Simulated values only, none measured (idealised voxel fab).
The following process module bears the name voxel lift off.
We display cut, a cross-section 175 nm in width whose square cells are each 5 nm.
Format of a cross-section: grid, square cells. Given as bands. Order: top down. Band: one or more rows of cells. In this notation a band is specified by the heights of its top and bottom, in that order and in nm, after which its materials appear from left to right, each paired with its width in nm. The word "full width" attached to a single material means that material fills the band from edge to edge; the word "air" stands for empty space. A quick word on heights: they are counted from 0, and under that level the wafer as it came to us is one material throughout. The lowest band is different from the rest in having no bottom; it simply continues downward, written as in "0 nm and below". Read "30 to 40" as a graded width: first number on top, second number at the bottom, same change between each pair of neighbouring rows. Reading "remains unaltered" for a step: not a cell of the cross-section changed in it. Empty spaces counting at least 8 cells and having no open way to the top are listed in "Internal closed voids". The notation width x height at distance is used for each, the distance being from the left edge and all three values in nm. Whatever follows a step's settings on its line is a remark the simulator itself makes about that step. Among the settings permitted on a step's line is "overlay nm"; applied to a step with a mask, it specifies the extent to which the mask lay to the right of its planned position, whereas a negative figure signifies a position to the left.

The planned process steps are enumerated hereunder
1: RECEIVE [material Si]
2: CONFORMAL_DEP [material SiO2] [thk nm 5]
3: PATTERN [tone open] [mask id LINES] [material resist] [width nm 15] [pitch nm 40] [thk nm 20] [overlay nm 0]
4: DIRECTIONAL_DEP [material Ru] [thk nm 5]
5: STRIP [etch materials resist]
6: CONFORMAL_DEP [material SiO2] [thk nm 10]

So, the first of our two wafers, run just as we planned it

This is the cross-section of the wafer as we received it, i.e. after step 1
- 0 nm and below = Si full width
- Internal closed voids: none

Sectional view: wafer, after step 2
- 5 nm to 0 nm = SiO2 full width
- For the remainder of the cross-section, below 0, there is no change.

Sectional view: wafer, after step 3
- 25 nm to 5 nm = resist: 20; air: 15; resist: 25; air: 15; resist: 25; air: 15; resist: 25; air: 15; resist: 20
- For the remainder of the cross-section, below 5, there is no change.

Sectional view: wafer, after step 4
- 30 nm to 25 nm = Ru: 20; air: 15; Ru: 25; air: 15; Ru: 25; air: 15; Ru: 25; air: 15; Ru: 20
- 25 nm to 10 nm = resist: 20; air: 15; resist: 25; air: 15; resist: 25; air: 15; resist: 25; air: 15; resist: 20
- 10 nm to 5 nm = resist: 20; Ru: 15; resist: 25; Ru: 15; resist: 25; Ru: 15; resist: 25; Ru: 15; resist: 20
- For the remainder of the cross-section, below 5, there is no change.

Sectional view: wafer, after step 5
- 10 nm to 5 nm = air: 20; Ru: 15; air: 25; Ru: 15; air: 25; Ru: 15; air: 25; Ru: 15; air: 20
- For the remainder of the cross-section, below 5, there is no change.

Sectional view: wafer, after step 6
- 20 nm to 15 nm = air: 10; SiO2: 35; air: 5; SiO2: 35; air: 5; SiO2: 35; air: 5; SiO2: 35; air: 10
- 15 nm to 10 nm = SiO2 full width
- 10 nm to 5 nm = SiO2: 20; Ru: 15; SiO2: 25; Ru: 15; SiO2: 25; Ru: 15; SiO2: 25; Ru: 15; SiO2: 20
- For the remainder of the cross-section, below 5, there is no change.

Companion wafer, the second of two: same beginning, same intended sequence, one mistake in carrying it out; through step 4 inclusive it tracks the first exactly

Second wafer, section view, time point: scheduled end of step 5
- 10 nm to 5 nm = air: 20; Ru: 15; air: 25; Ru: 15; air: 25; Ru: 15; air: 25; Ru: 15; air: 20
- For the remainder of the cross-section, below 5, there is no change.

Second wafer, section view, time point: scheduled end of step 6
- 20 nm to 15 nm = air: 10; SiO2: 35; air: 5; SiO2: 35; air: 5; SiO2: 35; air: 5; SiO2: 35; air: 10
- 15 nm to 10 nm = SiO2 full width
- 10 nm to 5 nm = SiO2: 20; Ru: 15; SiO2: 25; Ru: 15; SiO2: 25; Ru: 15; SiO2: 25; Ru: 15; SiO2: 20
- For the remainder of the cross-section, below 5, there is no change.
Misprocessing identified: twice over, step 5 of the plan was run
Same final cross-section on the two wafers, so the model's numbers don't move because of the mistake.
